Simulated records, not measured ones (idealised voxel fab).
Title: Process Module voxel wiring stack
This is section cut - it's 155 nm across, gridded in 5 nm square cells.
Cross-section = grid of square cells, listed top down in bands; band = one or more rows. Band: top height; bottom height; in nm. Then, left to right: material with width in nm, for each material. "full width": a single material spanning edge to edge. "blank": empty space. Counting heights begins at 0, where everything beneath is, in the wafer as received, one material. The lowest band has no bottom; it goes on downwards, as "0 -> down" shows. A width such as "30..40" changes by the same amount from each row of cells to the next, from the band's top row to its bottom row. "no alterations made" for a step: no cell of the cross-section changed in that step. You'll see "Closed void roster" listing empty spaces that have no way open to the top, as long as they're 8 cells or more; the notation is width x height at distance, where the distance is from the left edge, and all of it is in nm. On a step's line, text after the settings is the simulator commenting on that step. What "overlay nm" on a step's line means: if the step has a mask, that mask lay this far to the right of its planned place, or, when the value is negative, to the left.
Planned process steps
step 1: RECEIVE,material Si
step 2: CONFORMAL_DEP,material SiO2,thk nm 15
step 3: DIRECTIONAL_DEP,material TiN,thk nm 5
step 4: DIRECTIONAL_DEP,material Ru,thk nm 20
step 5: PATTERN,tone cover,mask id METAL_1,material resist,width nm 20,pitch nm 35,thk nm 15,overlay nm 0
step 6: DIRECTIONAL_ETCH,etch materials Ru,depth nm 20
step 7: DIRECTIONAL_ETCH,etch materials TiN,depth nm 5
step 8: STRIP,etch materials resist
step 9: CONFORMAL_DEP,material SiN,thk nm 5
step 10: FILL_DEP,material SiO2,thk nm 5
step 11: CMP,height nm 40
step 12: CONFORMAL_DEP,material SiCN,thk nm 5
step 13: DIRECTIONAL_DEP,material SiO2,thk nm 10
step 14: PATTERN,tone open,mask id PLUG_1,material resist,width nm 15,pitch nm 70,thk nm 15,overlay nm 0
step 15: DIRECTIONAL_ETCH,etch materials SiO2,depth nm 10
step 16: DIRECTIONAL_ETCH,etch materials SiCN,depth nm 5
step 17: STRIP,etch materials resist
step 18: CONFORMAL_DEP,material TiN,thk nm 5
step 19: FILL_DEP,material Cu,thk nm 5
step 20: CMP,height nm 55
step 21: CONFORMAL_DEP,material SiN,thk nm 5
step 22: DIRECTIONAL_DEP,material lowk,thk nm 25
step 23: DIRECTIONAL_DEP,material aC,thk nm 15
step 24: PATTERN,tone open,mask id METAL_2,material resist,width nm 20,pitch nm 35,thk nm 30,overlay nm 0
step 25: DIRECTIONAL_ETCH,etch materials aC,depth nm 15
step 26: STRIP,etch materials resist
step 27: DIRECTIONAL_ETCH,etch materials lowk,depth nm 25
step 28: DIRECTIONAL_ETCH,etch materials SiN,depth nm 5
step 29: STRIP,etch materials aC
step 30: CONFORMAL_DEP,material TiN,thk nm 5
step 31: FILL_DEP,material Cu,thk nm 10
step 32: CMP,height nm 85
step 33: EPI,material Ru,thk nm 5
step 34: FILL_DEP,material SiCN,thk nm 5
step 35: DIRECTIONAL_DEP,material SiO2,thk nm 20
step 36: PATTERN,tone open,mask id PLUG_2,material resist,width nm 15,pitch nm 35,thk nm 15,overlay nm 0
step 37: DIRECTIONAL_ETCH,etch materials SiO2,depth nm 20
step 38: DIRECTIONAL_ETCH,etch materials SiCN,depth nm 5
step 39: STRIP,etch materials resist
step 40: EPI,material Ru,thk nm 10
step 41: EPI,material Ru,thk nm 10
step 42: EPI,material Ru,thk nm 5
step 43: CONFORMAL_DEP,material SiN,thk nm 5
step 44: DIRECTIONAL_DEP,material lowk,thk nm 15
step 45: MASKED_ETCH,tone open,mask id METAL_3,width nm 20,pitch nm 35,etch materials lowk,depth nm 15,overlay nm 0
step 46: MASKED_ETCH,tone open,mask id METAL_3,width nm 20,pitch nm 35,etch materials SiN,depth nm 5,overlay nm 0
step 47: CONFORMAL_DEP,material TiN,thk nm 5
step 48: FILL_DEP,material Cu,thk nm 5
step 49: CMP,height nm 135
step 50: CONFORMAL_DEP,material SiN,thk nm 5
First wafer of two (run as planned)
This is the cross-section of the wafer as we received it, i.e. after step 1
    0 -> down: Si full width
    Closed void roster: none
after step 2
    15 -> 0: SiO2 full width
    All layers under 0 are left as they were.
after step 3
    20 -> 15: TiN full width
    All layers under 15 are left as they were.
after step 4
    40 -> 20: Ru full width
    All layers under 20 are left as they were.
after step 5
    55 -> 40: blank 30, resist 20, blank 15, resist 20, blank 15, resist 20, blank 35
    All layers under 40 are left as they were.
after step 6
    55 -> 40: blank 30, resist 20, blank 15, resist 20, blank 15, resist 20, blank 35
    40 -> 20: blank 30, Ru 20, blank 15, Ru 20, blank 15, Ru 20, blank 35
    All layers under 20 are left as they were.
after step 7
    55 -> 40: blank 30, resist 20, blank 15, resist 20, blank 15, resist 20, blank 35
    40 -> 20: blank 30, Ru 20, blank 15, Ru 20, blank 15, Ru 20, blank 35
    20 -> 15: blank 30, TiN 20, blank 15, TiN 20, blank 15, TiN 20, blank 35
    All layers under 15 are left as they were.
after step 8
    40 -> 20: blank 30, Ru 20, blank 15, Ru 20, blank 15, Ru 20, blank 35
    All layers under 20 are left as they were.
after step 9
    45 -> 40: blank 25, SiN 30, blank 5, SiN 30, blank 5, SiN 30, blank 30
    40 -> 20: blank 25, SiN 5, Ru 20, SiN 5, blank 5, SiN 5, Ru 20, SiN 5, blank 5, SiN 5, Ru 20, SiN 5, blank 30
    20 -> 15: SiN 30, TiN 20, SiN 15, TiN 20, SiN 15, TiN 20, SiN 35
    All layers under 15 are left as they were.
after step 10
    50 -> 45: SiO2 full width
    45 -> 40: SiO2 25, SiN 30, SiO2 5, SiN 30, SiO2 5, SiN 30, SiO2 30
    40 -> 20: SiO2 25, SiN 5, Ru 20, SiN 5, SiO2 5, SiN 5, Ru 20, SiN 5, SiO2 5, SiN 5, Ru 20, SiN 5, SiO2 30
    All layers under 20 are left as they were.
after step 11
    40 -> 20: SiO2 25, SiN 5, Ru 20, SiN 5, SiO2 5, SiN 5, Ru 20, SiN 5, SiO2 5, SiN 5, Ru 20, SiN 5, SiO2 30
    All layers under 20 are left as they were.
after step 12
    45 -> 40: SiCN full width
    All layers under 40 are left as they were.
after step 13
    55 -> 45: SiO2 full width
    All layers under 45 are left as they were.
after step 14
    70 -> 55: resist 30, blank 15, resist 55, blank 15, resist 40
    All layers under 55 are left as they were.
after step 15
    70 -> 55: resist 30, blank 15, resist 55, blank 15, resist 40
    55 -> 45: SiO2 30, blank 15, SiO2 55, blank 15, SiO2 40
    All layers under 45 are left as they were.
after step 16
    70 -> 55: resist 30, blank 15, resist 55, blank 15, resist 40
    55 -> 45: SiO2 30, blank 15, SiO2 55, blank 15, SiO2 40
    45 -> 40: SiCN 30, blank 15, SiCN 55, blank 15, SiCN 40
    All layers under 40 are left as they were.
after step 17
    55 -> 45: SiO2 30, blank 15, SiO2 55, blank 15, SiO2 40
    All layers under 45 are left as they were.
after step 18
    60 -> 55: TiN 35, blank 5, TiN 65, blank 5, TiN 45
    55 -> 45: SiO2 30, TiN 5, blank 5, TiN 5, SiO2 55, TiN 5, blank 5, TiN 5, SiO2 40
    45 -> 40: SiCN 30, TiN 15, SiCN 55, TiN 15, SiCN 40
    All layers under 40 are left as they were.
after step 19
    65 -> 60: Cu full width
    60 -> 55: TiN 35, Cu 5, TiN 65, Cu 5, TiN 45
    55 -> 45: SiO2 30, TiN 5, Cu 5, TiN 5, SiO2 55, TiN 5, Cu 5, TiN 5, SiO2 40
    All layers under 45 are left as they were.
after step 20
    55 -> 45: SiO2 30, TiN 5, Cu 5, TiN 5, SiO2 55, TiN 5, Cu 5, TiN 5, SiO2 40
    All layers under 45 are left as they were.
after step 21
    60 -> 55: SiN full width
    All layers under 55 are left as they were.
after step 22
    85 -> 60: lowk full width
    All layers under 60 are left as they were.
after step 23
    100 -> 85: aC full width
    All layers under 85 are left as they were.
after step 24
    130 -> 100: resist 30, blank 20, resist 15, blank 20, resist 15, blank 20, resist 35
    All layers under 100 are left as they were.
after step 25
    115 -> 100: resist 30, blank 20, resist 15, blank 20, resist 15, blank 20, resist 35
    100 -> 85: aC 30, blank 20, aC 15, blank 20, aC 15, blank 20, aC 35
    All layers under 85 are left as they were.
after step 26
    100 -> 85: aC 30, blank 20, aC 15, blank 20, aC 15, blank 20, aC 35
    All layers under 85 are left as they were.
after step 27
    100 -> 85: aC 30, blank 20, aC 15, blank 20, aC 15, blank 20, aC 35
    85 -> 60: lowk 30, blank 20, lowk 15, blank 20, lowk 15, blank 20, lowk 35
    All layers under 60 are left as they were.
after step 28
    100 -> 85: aC 30, blank 20, aC 15, blank 20, aC 15, blank 20, aC 35
    85 -> 60: lowk 30, blank 20, lowk 15, blank 20, lowk 15, blank 20, lowk 35
    60 -> 55: SiN 30, blank 20, SiN 15, blank 20, SiN 15, blank 20, SiN 35
    All layers under 55 are left as they were.
after step 29
    85 -> 60: lowk 30, blank 20, lowk 15, blank 20, lowk 15, blank 20, lowk 35
    All layers under 60 are left as they were.
after step 30
    90 -> 85: TiN 35, blank 10, TiN 25, blank 10, TiN 25, blank 10, TiN 40
    85 -> 60: lowk 30, TiN 5, blank 10, TiN 5, lowk 15, TiN 5, blank 10, TiN 5, lowk 15, TiN 5, blank 10, TiN 5, lowk 35
    60 -> 55: SiN 30, TiN 20, SiN 15, TiN 20, SiN 15, TiN 20, SiN 35
    All layers under 55 are left as they were.
after step 31
    100 -> 90: Cu full width
    90 -> 85: TiN 35, Cu 10, TiN 25, Cu 10, TiN 25, Cu 10, TiN 40
    85 -> 60: lowk 30, TiN 5, Cu 10, TiN 5, lowk 15, TiN 5, Cu 10, TiN 5, lowk 15, TiN 5, Cu 10, TiN 5, lowk 35
    All layers under 60 are left as they were.
after step 32
    85 -> 60: lowk 30, TiN 5, Cu 10, TiN 5, lowk 15, TiN 5, Cu 10, TiN 5, lowk 15, TiN 5, Cu 10, TiN 5, lowk 35
    All layers under 60 are left as they were.
after step 33
    90 -> 85: blank 25, Ru 30, blank 5, Ru 30, blank 5, Ru 30, blank 30
    All layers under 85 are left as they were.
after step 34
    95 -> 90: SiCN full width
    90 -> 85: SiCN 25, Ru 30, SiCN 5, Ru 30, SiCN 5, Ru 30, SiCN 30
    All layers under 85 are left as they were.
after step 35
    115 -> 95: SiO2 full width
    All layers under 95 are left as they were.
after step 36
    130 -> 115: resist 30, blank 15, resist 20, blank 15, resist 20, blank 15, resist 40
    All layers under 115 are left as they were.
after step 37
    130 -> 115: resist 30, blank 15, resist 20, blank 15, resist 20, blank 15, resist 40
    115 -> 95: SiO2 30, blank 15, SiO2 20, blank 15, SiO2 20, blank 15, SiO2 40
    All layers under 95 are left as they were.
after step 38
    130 -> 115: resist 30, blank 15, resist 20, blank 15, resist 20, blank 15, resist 40
    115 -> 95: SiO2 30, blank 15, SiO2 20, blank 15, SiO2 20, blank 15, SiO2 40
    95 -> 90: SiCN 30, blank 15, SiCN 20, blank 15, SiCN 20, blank 15, SiCN 40
    All layers under 90 are left as they were.
after step 39
    115 -> 95: SiO2 30, blank 15, SiO2 20, blank 15, SiO2 20, blank 15, SiO2 40
    All layers under 95 are left as they were.
after step 40
    115 -> 100: SiO2 30, blank 15, SiO2 20, blank 15, SiO2 20, blank 15, SiO2 40
    100 -> 95: SiO2 30, Ru 15, SiO2 20, Ru 15, SiO2 20, Ru 15, SiO2 40
    95 -> 85: SiCN 30..25, Ru 15..30, SiCN 20..5, Ru 15..30, SiCN 20..5, Ru 15..30, SiCN 40..30
    All layers under 85 are left as they were.
after step 41
    115 -> 110: SiO2 30, blank 15, SiO2 20, blank 15, SiO2 20, blank 15, SiO2 40
    110 -> 95: SiO2 30, Ru 15, SiO2 20, Ru 15, SiO2 20, Ru 15, SiO2 40
    All layers under 95 are left as they were.
after step 42
    115 -> 95: SiO2 30, Ru 15, SiO2 20, Ru 15, SiO2 20, Ru 15, SiO2 40
    All layers under 95 are left as they were.
after step 43
    120 -> 115: SiN full width
    All layers under 115 are left as they were.
after step 44
    135 -> 120: lowk full width
    All layers under 120 are left as they were.
after step 45
    135 -> 120: lowk 30, blank 20, lowk 15, blank 20, lowk 15, blank 20, lowk 35
    All layers under 120 are left as they were.
after step 46
    135 -> 120: lowk 30, blank 20, lowk 15, blank 20, lowk 15, blank 20, lowk 35
    120 -> 115: SiN 30, blank 20, SiN 15, blank 20, SiN 15, blank 20, SiN 35
    All layers under 115 are left as they were.
after step 47
    140 -> 135: TiN 35, blank 10, TiN 25, blank 10, TiN 25, blank 10, TiN 40
    135 -> 120: lowk 30, TiN 5, blank 10, TiN 5, lowk 15, TiN 5, blank 10, TiN 5, lowk 15, TiN 5, blank 10, TiN 5, lowk 35
    120 -> 115: SiN 30, TiN 20, SiN 15, TiN 20, SiN 15, TiN 20, SiN 35
    All layers under 115 are left as they were.
after step 48
    145 -> 140: Cu full width
    140 -> 135: TiN 35, Cu 10, TiN 25, Cu 10, TiN 25, Cu 10, TiN 40
    135 -> 120: lowk 30, TiN 5, Cu 10, TiN 5, lowk 15, TiN 5, Cu 10, TiN 5, lowk 15, TiN 5, Cu 10, TiN 5, lowk 35
    All layers under 120 are left as they were.
after step 49
    135 -> 120: lowk 30, TiN 5, Cu 10, TiN 5, lowk 15, TiN 5, Cu 10, TiN 5, lowk 15, TiN 5, Cu 10, TiN 5, lowk 35
    All layers under 120 are left as they were.
after step 50
    140 -> 135: SiN full width
    All layers under 135 are left as they were.
The second wafer was prepared from the same starting point and under the same plan as the first; its processing contained one mistake, and it remains indistinguishable from the first wafer up to and including step 11
Cross-section of the second wafer when, according to plan, step 12 should have finished
    45 -> 40: Ru full width
    All layers under 40 are left as they were.
Cross-section of the second wafer when, according to plan, step 13 should have finished
    55 -> 45: SiO2 full width
    All layers under 45 are left as they were.
Cross-section of the second wafer when, according to plan, step 14 should have finished
    70 -> 55: resist 30, blank 15, resist 55, blank 15, resist 40
    All layers under 55 are left as they were.
Cross-section of the second wafer when, according to plan, step 15 should have finished
    70 -> 55: resist 30, blank 15, resist 55, blank 15, resist 40
    55 -> 45: SiO2 30, blank 15, SiO2 55, blank 15, SiO2 40
    All layers under 45 are left as they were.
Cross-section of the second wafer when, according to plan, step 16 should have finished: no alterations made
Cross-section of the second wafer when, according to plan, step 17 should have finished
    55 -> 45: SiO2 30, blank 15, SiO2 55, blank 15, SiO2 40
    All layers under 45 are left as they were.
Cross-section of the second wafer when, according to plan, step 18 should have finished
    60 -> 55: TiN 35, blank 5, TiN 65, blank 5, TiN 45
    55 -> 50: SiO2 30, TiN 5, blank 5, TiN 5, SiO2 55, TiN 5, blank 5, TiN 5, SiO2 40
    50 -> 45: SiO2 30, TiN 15, SiO2 55, TiN 15, SiO2 40
    All layers under 45 are left as they were.
Cross-section of the second wafer when, according to plan, step 19 should have finished
    65 -> 60: Cu full width
    60 -> 55: TiN 35, Cu 5, TiN 65, Cu 5, TiN 45
    55 -> 50: SiO2 30, TiN 5, Cu 5, TiN 5, SiO2 55, TiN 5, Cu 5, TiN 5, SiO2 40
    All layers under 50 are left as they were.
Cross-section of the second wafer when, according to plan, step 20 should have finished
    55 -> 50: SiO2 30, TiN 5, Cu 5, TiN 5, SiO2 55, TiN 5, Cu 5, TiN 5, SiO2 40
    All layers under 50 are left as they were.
Cross-section of the second wafer when, according to plan, step 21 should have finished
    60 -> 55: SiN full width
    All layers under 55 are left as they were.
Cross-section of the second wafer when, according to plan, step 22 should have finished
    85 -> 60: lowk full width
    All layers under 60 are left as they were.
Cross-section of the second wafer when, according to plan, step 23 should have finished
    100 -> 85: aC full width
    All layers under 85 are left as they were.
Cross-section of the second wafer when, according to plan, step 24 should have finished
    130 -> 100: resist 30, blank 20, resist 15, blank 20, resist 15, blank 20, resist 35
    All layers under 100 are left as they were.
Cross-section of the second wafer when, according to plan, step 25 should have finished
    115 -> 100: resist 30, blank 20, resist 15, blank 20, resist 15, blank 20, resist 35
    100 -> 85: aC 30, blank 20, aC 15, blank 20, aC 15, blank 20, aC 35
    All layers under 85 are left as they were.
Cross-section of the second wafer when, according to plan, step 26 should have finished
    100 -> 85: aC 30, blank 20, aC 15, blank 20, aC 15, blank 20, aC 35
    All layers under 85 are left as they were.
Cross-section of the second wafer when, according to plan, step 27 should have finished
    100 -> 85: aC 30, blank 20, aC 15, blank 20, aC 15, blank 20, aC 35
    85 -> 60: lowk 30, blank 20, lowk 15, blank 20, lowk 15, blank 20, lowk 35
    All layers under 60 are left as they were.
Cross-section of the second wafer when, according to plan, step 28 should have finished
    100 -> 85: aC 30, blank 20, aC 15, blank 20, aC 15, blank 20, aC 35
    85 -> 60: lowk 30, blank 20, lowk 15, blank 20, lowk 15, blank 20, lowk 35
    60 -> 55: SiN 30, blank 20, SiN 15, blank 20, SiN 15, blank 20, SiN 35
    All layers under 55 are left as they were.
Cross-section of the second wafer when, according to plan, step 29 should have finished
    85 -> 60: lowk 30, blank 20, lowk 15, blank 20, lowk 15, blank 20, lowk 35
    All layers under 60 are left as they were.
Cross-section of the second wafer when, according to plan, step 30 should have finished
    90 -> 85: TiN 35, blank 10, TiN 25, blank 10, TiN 25, blank 10, TiN 40
    85 -> 60: lowk 30, TiN 5, blank 10, TiN 5, lowk 15, TiN 5, blank 10, TiN 5, lowk 15, TiN 5, blank 10, TiN 5, lowk 35
    60 -> 55: SiN 30, TiN 20, SiN 15, TiN 20, SiN 15, TiN 20, SiN 35
    All layers under 55 are left as they were.
Cross-section of the second wafer when, according to plan, step 31 should have finished
    100 -> 90: Cu full width
    90 -> 85: TiN 35, Cu 10, TiN 25, Cu 10, TiN 25, Cu 10, TiN 40
    85 -> 60: lowk 30, TiN 5, Cu 10, TiN 5, lowk 15, TiN 5, Cu 10, TiN 5, lowk 15, TiN 5, Cu 10, TiN 5, lowk 35
    All layers under 60 are left as they were.
Cross-section of the second wafer when, according to plan, step 32 should have finished
    85 -> 60: lowk 30, TiN 5, Cu 10, TiN 5, lowk 15, TiN 5, Cu 10, TiN 5, lowk 15, TiN 5, Cu 10, TiN 5, lowk 35
    All layers under 60 are left as they were.
Cross-section of the second wafer when, according to plan, step 33 should have finished
    90 -> 85: blank 25, Ru 30, blank 5, Ru 30, blank 5, Ru 30, blank 30
    All layers under 85 are left as they were.
Cross-section of the second wafer when, according to plan, step 34 should have finished
    95 -> 90: SiCN full width
    90 -> 85: SiCN 25, Ru 30, SiCN 5, Ru 30, SiCN 5, Ru 30, SiCN 30
    All layers under 85 are left as they were.
Cross-section of the second wafer when, according to plan, step 35 should have finished
    115 -> 95: SiO2 full width
    All layers under 95 are left as they were.
Cross-section of the second wafer when, according to plan, step 36 should have finished
    130 -> 115: resist 30, blank 15, resist 20, blank 15, resist 20, blank 15, resist 40
    All layers under 115 are left as they were.
Cross-section of the second wafer when, according to plan, step 37 should have finished
    130 -> 115: resist 30, blank 15, resist 20, blank 15, resist 20, blank 15, resist 40
    115 -> 95: SiO2 30, blank 15, SiO2 20, blank 15, SiO2 20, blank 15, SiO2 40
    All layers under 95 are left as they were.
Cross-section of the second wafer when, according to plan, step 38 should have finished
    130 -> 115: resist 30, blank 15, resist 20, blank 15, resist 20, blank 15, resist 40
    115 -> 95: SiO2 30, blank 15, SiO2 20, blank 15, SiO2 20, blank 15, SiO2 40
    95 -> 90: SiCN 30, blank 15, SiCN 20, blank 15, SiCN 20, blank 15, SiCN 40
    All layers under 90 are left as they were.
Cross-section of the second wafer when, according to plan, step 39 should have finished
    115 -> 95: SiO2 30, blank 15, SiO2 20, blank 15, SiO2 20, blank 15, SiO2 40
    All layers under 95 are left as they were.
Cross-section of the second wafer when, according to plan, step 40 should have finished
    115 -> 100: SiO2 30, blank 15, SiO2 20, blank 15, SiO2 20, blank 15, SiO2 40
    100 -> 95: SiO2 30, Ru 15, SiO2 20, Ru 15, SiO2 20, Ru 15, SiO2 40
    95 -> 85: SiCN 30..25, Ru 15..30, SiCN 20..5, Ru 15..30, SiCN 20..5, Ru 15..30, SiCN 40..30
    All layers under 85 are left as they were.
Cross-section of the second wafer when, according to plan, step 41 should have finished
    115 -> 110: SiO2 30, blank 15, SiO2 20, blank 15, SiO2 20, blank 15, SiO2 40
    110 -> 95: SiO2 30, Ru 15, SiO2 20, Ru 15, SiO2 20, Ru 15, SiO2 40
    All layers under 95 are left as they were.
Cross-section of the second wafer when, according to plan, step 42 should have finished
    115 -> 95: SiO2 30, Ru 15, SiO2 20, Ru 15, SiO2 20, Ru 15, SiO2 40
    All layers under 95 are left as they were.
Cross-section of the second wafer when, according to plan, step 43 should have finished
    120 -> 115: SiN full width
    All layers under 115 are left as they were.
Cross-section of the second wafer when, according to plan, step 44 should have finished
    135 -> 120: lowk full width
    All layers under 120 are left as they were.
Cross-section of the second wafer when, according to plan, step 45 should have finished
    135 -> 120: lowk 30, blank 20, lowk 15, blank 20, lowk 15, blank 20, lowk 35
    All layers under 120 are left as they were.
Cross-section of the second wafer when, according to plan, step 46 should have finished
    135 -> 120: lowk 30, blank 20, lowk 15, blank 20, lowk 15, blank 20, lowk 35
    120 -> 115: SiN 30, blank 20, SiN 15, blank 20, SiN 15, blank 20, SiN 35
    All layers under 115 are left as they were.
Cross-section of the second wafer when, according to plan, step 47 should have finished
    140 -> 135: TiN 35, blank 10, TiN 25, blank 10, TiN 25, blank 10, TiN 40
    135 -> 120: lowk 30, TiN 5, blank 10, TiN 5, lowk 15, TiN 5, blank 10, TiN 5, lowk 15, TiN 5, blank 10, TiN 5, lowk 35
    120 -> 115: SiN 30, TiN 20, SiN 15, TiN 20, SiN 15, TiN 20, SiN 35
    All layers under 115 are left as they were.
Cross-section of the second wafer when, according to plan, step 48 should have finished
    145 -> 140: Cu full width
    140 -> 135: TiN 35, Cu 10, TiN 25, Cu 10, TiN 25, Cu 10, TiN 40
    135 -> 120: lowk 30, TiN 5, Cu 10, TiN 5, lowk 15, TiN 5, Cu 10, TiN 5, lowk 15, TiN 5, Cu 10, TiN 5, lowk 35
    All layers under 120 are left as they were.
Cross-section of the second wafer when, according to plan, step 49 should have finished
    135 -> 120: lowk 30, TiN 5, Cu 10, TiN 5, lowk 15, TiN 5, Cu 10, TiN 5, lowk 15, TiN 5, Cu 10, TiN 5, lowk 35
    All layers under 120 are left as they were.
Cross-section of the second wafer when, according to plan, step 50 should have finished
    140 -> 135: SiN full width
    All layers under 135 are left as they were.
Short version of what went wrong: contrary to plan, step 12 was performed as CONFORMAL_DEP,material Ru,thk nm 5
FYI, end of process, the second wafer has more or fewer cells of some materials than the first: 2 fewer of Cu; 31 more of Ru; 25 fewer of SiCN; 4 fewer of TiN
